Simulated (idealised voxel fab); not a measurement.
The process module presented herein is designated voxel wiring stack.
Displayed cross-section: cut, width of 240 nm, square cells sized 5 nm.
In this document a cross-section is written as a grid of square cells. It is given as a series of bands, listed from the top down, and a band is one or more rows of cells. Each band's line starts with the height of the band's top and of its bottom, in nm. Then come its materials from left to right, each with its width in nm. One material with "everywhere" fills the band from edge to edge. "blank" is empty space. The level at which height equals 0 is the one under which the wafer, as it arrives, is entirely one material. No lower edge exists for the bottom band, which continues downward and is notated as in "0 and below". Note: "30->40" means the width goes from the first number (top row of the band) to the second number (bottom row) in equal steps per row of cells. "no change" -> step changed no cross-section cell. Any empty space of 8 cells or more lacking an open way to the top shows up in "Closed cavity list" as width x height at distance, distance from the left edge, in nm. Read whatever lies past the settings on a step's line as the simulator's own remark about the step. overlay nm: how far to the right of its planned place the mask lay on this masked step (negative: to the left). Quick note on how to read the rest: it's all pairs. You get the cross-section before a process step and the one after, but the after one only goes down as far as the lowest band that changed. The step in between, with its settings, sits under the pair. Heads up, the pairs can come from different runs of this module on the same starting wafer, so don't assume a pair picks up from the one above unless its "Incoming profile" entry says it does.

## Incoming profile
  165 down to 160  TiN (65) / blank (10) / TiN (40) / blank (10) / TiN (40) / blank (10) / TiN (65)
  160 down to 150  SiO2 (60) / TiN (5) / blank (10) / TiN (5) / SiO2 (30) / TiN (5) / blank (10) / TiN (5) / SiO2 (30) / TiN (5) / blank (10) / TiN (5) / SiO2 (60)
  150 down to 145  SiO2 (60) / TiN (5) / blank (5) / TiN (10) / SiO2 (30) / TiN (20) / SiO2 (30) / TiN (5) / blank (5) / TiN (10) / SiO2 (60)
  145 down to 130  SiO2 (60) / TiN (5) / blank (5) / TiN (5) / SiO2 (85) / TiN (5) / blank (5) / TiN (5) / SiO2 (65)
  130 down to 125  SiCN (60) / TiN (15) / SiCN (85) / TiN (15) / SiCN (65)
  125 down to 115  lowk (60) / TiN (5) / Ru (10) / TiN (5) / lowk (30) / TiN (5) / Ru (10) / TiN (5) / lowk (30) / TiN (5) / Ru (10) / TiN (5) / lowk (60)
  115 down to 110  lowk (60) / TiN (5) / Ru (5) / TiN (10) / lowk (30) / TiN (20) / lowk (30) / TiN (5) / Ru (5) / TiN (10) / lowk (60)
  110 down to 95  lowk (60) / TiN (5) / Ru (5) / TiN (5) / lowk (85) / TiN (5) / Ru (5) / TiN (5) / lowk (65)
  95 down to 90  SiCN (60) / TiN (15) / SiCN (85) / TiN (15) / SiCN (65)
  90 down to 70  SiO2 (60) / TiN (5) / Ru (10) / TiN (5) / SiO2 (30) / TiN (5) / Ru (10) / TiN (5) / SiO2 (30) / TiN (5) / Ru (10) / TiN (5) / SiO2 (60)
  70 down to 65  SiO2 (60) / TiN (20) / SiO2 (30) / TiN (20) / SiO2 (30) / TiN (20) / SiO2 (60)
  65 down to 60  aC everywhere
  60 down to 45  lowk (60) / Ru (15) / lowk (35) / Ru (15) / lowk (35) / Ru (15) / lowk (65)
  45 down to 40  SiCN (60) / Ru (15) / SiCN (35) / Ru (15) / SiCN (35) / Ru (15) / SiCN (65)
  40 down to 15  lowk (55) / SiCN (5) / Ru (20) / SiCN (5) / lowk (20) / SiCN (5) / Ru (20) / SiCN (5) / lowk (20) / SiCN (5) / Ru (20) / SiCN (5) / lowk (55)
  15 down to 10  SiCN (60) / TiN (20) / SiCN (30) / TiN (20) / SiCN (30) / TiN (20) / SiCN (60)
  10 down to 0  SiO2 everywhere
  0 and below  Si everywhere
  Closed cavity list: none

## After the Step
  170 down to 165  Cu everywhere
  165 down to 160  TiN (65) / Cu (10) / TiN (40) / Cu (10) / TiN (40) / Cu (10) / TiN (65)
  160 down to 150  SiO2 (60) / TiN (5) / Cu (10) / TiN (5) / SiO2 (30) / TiN (5) / Cu (10) / TiN (5) / SiO2 (30) / TiN (5) / Cu (10) / TiN (5) / SiO2 (60)
  150 down to 145  SiO2 (60) / TiN (5) / Cu (5) / TiN (10) / SiO2 (30) / TiN (20) / SiO2 (30) / TiN (5) / Cu (5) / TiN (10) / SiO2 (60)
  145 down to 130  SiO2 (60) / TiN (5) / Cu (5) / TiN (5) / SiO2 (85) / TiN (5) / Cu (5) / TiN (5) / SiO2 (65)
  At heights below 130, the structure remains unaltered.
  Closed cavity list: none
The process step separating the two cross-sections depicted above is as follows: FILL_DEP with material Cu, thk nm 5

Incoming profile: as in the pair right above, post-step view.

## After the Step
  160 down to 150  SiO2 (60) / TiN (5) / Cu (10) / TiN (5) / SiO2 (30) / TiN (5) / Cu (10) / TiN (5) / SiO2 (30) / TiN (5) / Cu (10) / TiN (5) / SiO2 (60)
  At heights below 150, the structure remains unaltered.
  Closed cavity list: none
The process step separating the two cross-sections depicted above is as follows: CMP with height nm 160

Incoming profile: as in the pair right above, post-step view.

## After the Step
  165 down to 160  SiCN everywhere
  At heights below 160, the structure remains unaltered.
  Closed cavity list: none
The process step separating the two cross-sections depicted above is as follows: CONFORMAL_DEP with material SiCN, thk nm 5

## Incoming profile
  125 down to 110  lowk (60) / blank (20) / lowk (30) / blank (20) / lowk (30) / blank (20) / lowk (60)
  110 down to 95  lowk everywhere
  95 down to 90  SiCN everywhere
  90 down to 65  SiO2 (60) / TiN (5) / Ru (10) / TiN (5) / SiO2 (30) / TiN (5) / Ru (10) / TiN (5) / SiO2 (30) / TiN (5) / Ru (10) / TiN (5) / SiO2 (60)
  65 down to 60  SiN (60) / TiN (20) / SiN (30) / TiN (20) / SiN (30) / TiN (20) / SiN (60)
  60 down to 45  lowk (60) / Ru (15) / lowk (35) / Ru (15) / lowk (35) / Ru (15) / lowk (65)
  45 down to 40  SiCN (60) / Ru (15) / SiCN (35) / Ru (15) / SiCN (35) / Ru (15) / SiCN (65)
  40 down to 15  lowk (55) / SiCN (5) / Ru (20) / SiCN (5) / lowk (20) / SiCN (5) / Ru (20) / SiCN (5) / lowk (20) / SiCN (5) / Ru (20) / SiCN (5) / lowk (55)
  15 down to 10  SiCN (60) / TiN (20) / SiCN (30) / TiN (20) / SiCN (30) / TiN (20) / SiCN (60)
  10 down to 0  SiO2 everywhere
  0 and below  Si everywhere
  Closed cavity list: none

## After the Step
  145 down to 125  blank (60) / resist (15) / blank (85) / resist (15) / blank (65)
  125 down to 110  lowk (60) / resist (15) / blank (5) / lowk (30) / blank (20) / lowk (30) / resist (15) / blank (5) / lowk (60)
  At heights below 110, the structure remains unaltered.
  Closed cavity list: none
The process step separating the two cross-sections depicted above is as follows: PATTERN with tone cover, mask id METAL_3_HOLES, material resist, width nm 15, pitch nm 100, thk nm 20, overlay nm 0

Incoming profile: as in the pair right above, post-step view.

## After the Step
  145 down to 110  blank (60) / resist (15) / blank (85) / resist (15) / blank (65)
  110 down to 95  lowk (75) / blank (5) / lowk (30) / blank (20) / lowk (45) / blank (5) / lowk (60)
  At heights below 95, the structure remains unaltered.
  Closed cavity list: none
The process step separating the two cross-sections depicted above is as follows: DIRECTIONAL_ETCH with etch materials lowk, depth nm 15

Incoming profile: as in the pair right above, post-step view.

## After the Step
  145 down to 110  blank (60) / resist (15) / blank (85) / resist (15) / blank (65)
  110 down to 95  lowk (75) / blank (5) / lowk (30) / blank (20) / lowk (45) / blank (5) / lowk (60)
  95 down to 90  SiCN (75) / blank (5) / SiCN (30) / blank (20) / SiCN (45) / blank (5) / SiCN (60)
  At heights below 90, the structure remains unaltered.
  Closed cavity list: none
The process step separating the two cross-sections depicted above is as follows: DIRECTIONAL_ETCH with etch materials SiCN, depth nm 5

Incoming profile: as in the pair right above, post-step view.

## After the Step
  110 down to 95  lowk (75) / blank (5) / lowk (30) / blank (20) / lowk (45) / blank (5) / lowk (60)
  At heights below 95, the structure remains unaltered.
  Closed cavity list: none
The process step separating the two cross-sections depicted above is as follows: STRIP with etch materials resist

Incoming profile: as in the pair right above, post-step view.

## After the Step
  115 down to 110  TiN (115) / blank (10) / TiN (115)
  110 down to 95  lowk (75) / TiN (5) / lowk (30) / TiN (5) / blank (10) / TiN (5) / lowk (45) / TiN (5) / lowk (60)
  95 down to 90  SiCN (75) / TiN (5) / SiCN (30) / TiN (20) / SiCN (45) / TiN (5) / SiCN (60)
  At heights below 90, the structure remains unaltered.
  Closed cavity list: none
The process step separating the two cross-sections depicted above is as follows: CONFORMAL_DEP with material TiN, thk nm 5

Incoming profile: as in the pair right above, post-step view.

## After the Step
  125 down to 115  Ru everywhere
  115 down to 110  TiN (115) / Ru (10) / TiN (115)
  110 down to 95  lowk (75) / TiN (5) / lowk (30) / TiN (5) / Ru (10) / TiN (5) / lowk (45) / TiN (5) / lowk (60)
  At heights below 95, the structure remains unaltered.
  Closed cavity list: none
The process step separating the two cross-sections depicted above is as follows: FILL_DEP with material Ru, thk nm 10

Incoming profile: as in the pair right above, post-step view.

## After the Step
  130 down to 125  SiCN everywhere
  At heights below 125, the structure remains unaltered.
  Closed cavity list: none
The process step separating the two cross-sections depicted above is as follows: CONFORMAL_DEP with material SiCN, thk nm 5

Incoming profile: as in the pair right above, post-step view.

## After the Step
  160 down to 130  SiO2 everywhere
  At heights below 130, the structure remains unaltered.
  Closed cavity list: none
The process step separating the two cross-sections depicted above is as follows: DIRECTIONAL_DEP with material SiO2, thk nm 30

Incoming profile: as in the pair right above, post-step view.

## After the Step
  170 down to 160  aC everywhere
  At heights below 160, the structure remains unaltered.
  Closed cavity list: none
The process step separating the two cross-sections depicted above is as follows: DIRECTIONAL_DEP with material aC, thk nm 10

Incoming profile: as in the pair right above, post-step view.

## After the Step
  200 down to 170  resist (60) / blank (20) / resist (30) / blank (20) / resist (30) / blank (20) / resist (60)
  At heights below 170, the structure remains unaltered.
  Closed cavity list: none
The process step separating the two cross-sections depicted above is as follows: PATTERN with tone open, mask id METAL_4, material resist, width nm 20, pitch nm 50, thk nm 30, overlay nm 0

Incoming profile: as in the pair right above, post-step view.

## After the Step
  190 down to 170  resist (60) / blank (20) / resist (30) / blank (20) / resist (30) / blank (20) / resist (60)
  170 down to 160  aC (60) / blank (20) / aC (30) / blank (20) / aC (30) / blank (20) / aC (60)
  At heights below 160, the structure remains unaltered.
  Closed cavity list: none
The process step separating the two cross-sections depicted above is as follows: DIRECTIONAL_ETCH with etch materials aC, depth nm 10

Incoming profile: as in the pair right above, post-step view.

## After the Step
  170 down to 160  aC (60) / blank (20) / aC (30) / blank (20) / aC (30) / blank (20) / aC (60)
  At heights below 160, the structure remains unaltered.
  Closed cavity list: none
The process step separating the two cross-sections depicted above is as follows: STRIP with etch materials resist

Incoming profile: as in the pair right above, post-step view.

## After the Step
  170 down to 160  aC (60) / blank (20) / aC (30) / blank (20) / aC (30) / blank (20) / aC (60)
  160 down to 145  SiO2 (60) / blank (20) / SiO2 (30) / blank (20) / SiO2 (30) / blank (20) / SiO2 (60)
  At heights below 145, the structure remains unaltered.
  Closed cavity list: none
The process step separating the two cross-sections depicted above is as follows: DIRECTIONAL_ETCH with etch materials SiO2, depth nm 15

Incoming profile: as in the pair right above, post-step view.

## After the Step
  160 down to 145  SiO2 (60) / blank (20) / SiO2 (30) / blank (20) / SiO2 (30) / blank (20) / SiO2 (60)
  At heights below 145, the structure remains unaltered.
  Closed cavity list: none
The process step separating the two cross-sections depicted above is as follows: STRIP with etch materials aC

Incoming profile: as in the pair right above, post-step view.

## After the Step
  160 down to 145  SiO2 (60) / blank (20) / SiO2 (30) / blank (20) / SiO2 (30) / blank (20) / SiO2 (60)
  145 down to 130  SiO2 (60) / blank (15) / SiO2 (85) / blank (15) / SiO2 (65)
  At heights below 130, the structure remains unaltered.
  Closed cavity list: none
The process step separating the two cross-sections depicted above is as follows: MASKED_ETCH with tone open, mask id METAL_4_HOLES, width nm 15, pitch nm 100, etch materials SiO2, depth nm 15, overlay nm 0

Incoming profile: as in the pair right above, post-step view.

## After the Step
  160 down to 145  SiO2 (60) / blank (20) / SiO2 (30) / blank (20) / SiO2 (30) / blank (20) / SiO2 (60)
  145 down to 130  SiO2 (60) / blank (15) / SiO2 (85) / blank (15) / SiO2 (65)
  130 down to 125  SiCN (60) / blank (15) / SiCN (85) / blank (15) / SiCN (65)
  At heights below 125, the structure remains unaltered.
  Closed cavity list: none
The process step separating the two cross-sections depicted above is as follows: MASKED_ETCH with tone open, mask id METAL_4_HOLES, width nm 15, pitch nm 100, etch materials SiCN, depth nm 5, overlay nm 0

Incoming profile: as in the pair right above, post-step view.

## After the Step
  165 down to 160  TiN (65) / blank (10) / TiN (40) / blank (10) / TiN (40) / blank (10) / TiN (65)
  160 down to 150  SiO2 (60) / TiN (5) / blank (10) / TiN (5) / SiO2 (30) / TiN (5) / blank (10) / TiN (5) / SiO2 (30) / TiN (5) / blank (10) / TiN (5) / SiO2 (60)
  150 down to 145  SiO2 (60) / TiN (5) / blank (5) / TiN (10) / SiO2 (30) / TiN (20) / SiO2 (30) / TiN (5) / blank (5) / TiN (10) / SiO2 (60)
  145 down to 130  SiO2 (60) / TiN (5) / blank (5) / TiN (5) / SiO2 (85) / TiN (5) / blank (5) / TiN (5) / SiO2 (65)
  130 down to 125  SiCN (60) / TiN (15) / SiCN (85) / TiN (15) / SiCN (65)
  At heights below 125, the structure remains unaltered.
  Closed cavity list: none
The process step separating the two cross-sections depicted above is as follows: CONFORMAL_DEP with material TiN, thk nm 5

Incoming profile: as in the pair right above, post-step view.

## After the Step
  170 down to 165  Cu everywhere
  165 down to 160  TiN (65) / Cu (10) / TiN (40) / Cu (10) / TiN (40) / Cu (10) / TiN (65)
  160 down to 150  SiO2 (60) / TiN (5) / Cu (10) / TiN (5) / SiO2 (30) / TiN (5) / Cu (10) / TiN (5) / SiO2 (30) / TiN (5) / Cu (10) / TiN (5) / SiO2 (60)
  150 down to 145  SiO2 (60) / TiN (5) / Cu (5) / TiN (10) / SiO2 (30) / TiN (20) / SiO2 (30) / TiN (5) / Cu (5) / TiN (10) / SiO2 (60)
  145 down to 130  SiO2 (60) / TiN (5) / Cu (5) / TiN (5) / SiO2 (85) / TiN (5) / Cu (5) / TiN (5) / SiO2 (65)
  At heights below 130, the structure remains unaltered.
  Closed cavity list: none
The process step separating the two cross-sections depicted above is as follows: FILL_DEP with material Cu, thk nm 5

Incoming profile: as in the pair right above, post-step view.

## After the Step
  160 down to 150  SiO2 (60) / TiN (5) / Cu (10) / TiN (5) / SiO2 (30) / TiN (5) / Cu (10) / TiN (5) / SiO2 (30) / TiN (5) / Cu (10) / TiN (5) / SiO2 (60)
  At heights below 150, the structure remains unaltered.
  Closed cavity list: none
The process step separating the two cross-sections depicted above is as follows: CMP with height nm 160

Incoming profile: as in the pair right above, post-step view.

## After the Step
  165 down to 160  SiCN everywhere
  At heights below 160, the structure remains unaltered.
  Closed cavity list: none
The process step separating the two cross-sections depicted above is as follows: CONFORMAL_DEP with material SiCN, thk nm 5
